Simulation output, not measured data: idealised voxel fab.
This section sets out a process module, namely voxel ribs on slabs.
The width of the displayed cross-section, cut, is 145 nm; its cells are square, with a size of 5 nm.
A cross-section is written here as square cells arranged in a grid, and it is given in bands from the top down, each band taking up one or more rows of cells. Top height, bottom height, nm. Materials left to right, width each, nm. Single material + "edge to edge" = fills band edge to edge. "blank" = empty. Convention: height 0 is the level below which the wafer, as received, is all one material. The lowest band does not terminate at the bottom but continues downward, represented as "0 down". The two numbers in a width such as "30->40" mark its ends across the band: the first belongs to the top row of cells, the second to the bottom row, and from each row to the next the width moves by the same amount. The designation "remained unchanged", where it is given for a processing step, indicates that no cell of the cross-section was altered in the course of that step. Any empty space of 8 cells or more lacking an open way to the top shows up in "Closed voids list" as width x height at distance, distance from the left edge, in nm. Where a step's line continues beyond its settings, the continuation is a remark by the simulator itself on that step. If you see "overlay nm" on a step's line and that step has a mask, it's telling you how far right of where it was planned the mask ended up; a negative number means it went left instead.

## Planned process steps
1,RECEIVE (material Si)
2,DIRECTIONAL_DEP (material SiO2; thk nm 25)
3,DIRECTIONAL_DEP (material polySi; thk nm 25)
4,PATTERN (tone cover; mask id RIB; material resist; width nm 20; thk nm 15; overlay nm 0)
5,DIRECTIONAL_ETCH (etch materials polySi; depth nm 15)
6,STRIP (etch materials resist)
7,MASKED_ETCH (tone cover; mask id SLAB; width nm 80; etch materials polySi; depth nm 10; overlay nm 0)
8,FILL_DEP (material SiO2; thk nm 15)
9,CMP (height nm 60)
10,DIRECTIONAL_DEP (material TiN; thk nm 5)
11,PATTERN (tone cover; mask id HEATER; material resist; width nm 30; thk nm 20; overlay nm 0)
12,DIRECTIONAL_ETCH (etch materials TiN; depth nm 5)
13,STRIP (etch materials resist)
14,CONFORMAL_DEP (material SiN; thk nm 5)

## First of two wafers, processed according to plan

## Here's what the wafer looked like in cross-section when it arrived - that's after step 1
0 down = Si edge to edge
Closed voids list: none

## How the wafer stands in section after step 2
25 to 0 = SiO2 edge to edge
Under the height 0 nothing was changed.

## How the wafer stands in section after step 3
50 to 25 = polySi edge to edge
Under the height 25 nothing was changed.

## How the wafer stands in section after step 4
65 to 50 = 60 blank; 20 resist; 65 blank
Under the height 50 nothing was changed.

## How the wafer stands in section after step 5
65 to 50 = 60 blank; 20 resist; 65 blank
50 to 35 = 60 blank; 20 polySi; 65 blank
Under the height 35 nothing was changed.

## How the wafer stands in section after step 6
50 to 35 = 60 blank; 20 polySi; 65 blank
Under the height 35 nothing was changed.

## How the wafer stands in section after step 7
50 to 35 = 60 blank; 20 polySi; 65 blank
35 to 25 = 30 blank; 80 polySi; 35 blank
Under the height 25 nothing was changed.

## How the wafer stands in section after step 8
65 to 50 = SiO2 edge to edge
50 to 35 = 60 SiO2; 20 polySi; 65 SiO2
35 to 25 = 30 SiO2; 80 polySi; 35 SiO2
Under the height 25 nothing was changed.

## How the wafer stands in section after step 9
60 to 50 = SiO2 edge to edge
Under the height 50 nothing was changed.

## How the wafer stands in section after step 10
65 to 60 = TiN edge to edge
Under the height 60 nothing was changed.

## How the wafer stands in section after step 11
85 to 65 = 55 blank; 30 resist; 60 blank
Under the height 65 nothing was changed.

## How the wafer stands in section after step 12
85 to 65 = 55 blank; 30 resist; 60 blank
65 to 60 = 55 blank; 30 TiN; 60 blank
Under the height 60 nothing was changed.

## How the wafer stands in section after step 13
65 to 60 = 55 blank; 30 TiN; 60 blank
Under the height 60 nothing was changed.

## How the wafer stands in section after step 14
70 to 65 = 50 blank; 40 SiN; 55 blank
65 to 60 = 55 SiN; 30 TiN; 60 SiN
Under the height 60 nothing was changed.

## For the second wafer, take the first wafer's start and plan, then add one mistake made in running it; everything through step 6, that step included, is shared with the first

## X-section, second wafer, when step 7 was due to finish
50 to 35 = 60 blank; 20 polySi; 65 blank
35 to 25 = 25 blank; 80 polySi; 40 blank
Under the height 25 nothing was changed.

## X-section, second wafer, when step 8 was due to finish
65 to 50 = SiO2 edge to edge
50 to 35 = 60 SiO2; 20 polySi; 65 SiO2
35 to 25 = 25 SiO2; 80 polySi; 40 SiO2
Under the height 25 nothing was changed.

## X-section, second wafer, when step 9 was due to finish
60 to 50 = SiO2 edge to edge
Under the height 50 nothing was changed.

## X-section, second wafer, when step 10 was due to finish
65 to 60 = TiN edge to edge
Under the height 60 nothing was changed.

## X-section, second wafer, when step 11 was due to finish
85 to 65 = 55 blank; 30 resist; 60 blank
Under the height 65 nothing was changed.

## X-section, second wafer, when step 12 was due to finish
85 to 65 = 55 blank; 30 resist; 60 blank
65 to 60 = 55 blank; 30 TiN; 60 blank
Under the height 60 nothing was changed.

## X-section, second wafer, when step 13 was due to finish
65 to 60 = 55 blank; 30 TiN; 60 blank
Under the height 60 nothing was changed.

## X-section, second wafer, when step 14 was due to finish
70 to 65 = 50 blank; 40 SiN; 55 blank
65 to 60 = 55 SiN; 30 TiN; 60 SiN
Under the height 60 nothing was changed.
Processing error: off-plan run, step 7, actual operation and settings MASKED_ETCH (tone cover; mask id SLAB; width nm 80; etch materials polySi; depth nm 10; overlay nm -5)
By the end, you'd get the same cell count for each material on either wafer, but the second wafer puts them somewhere else.
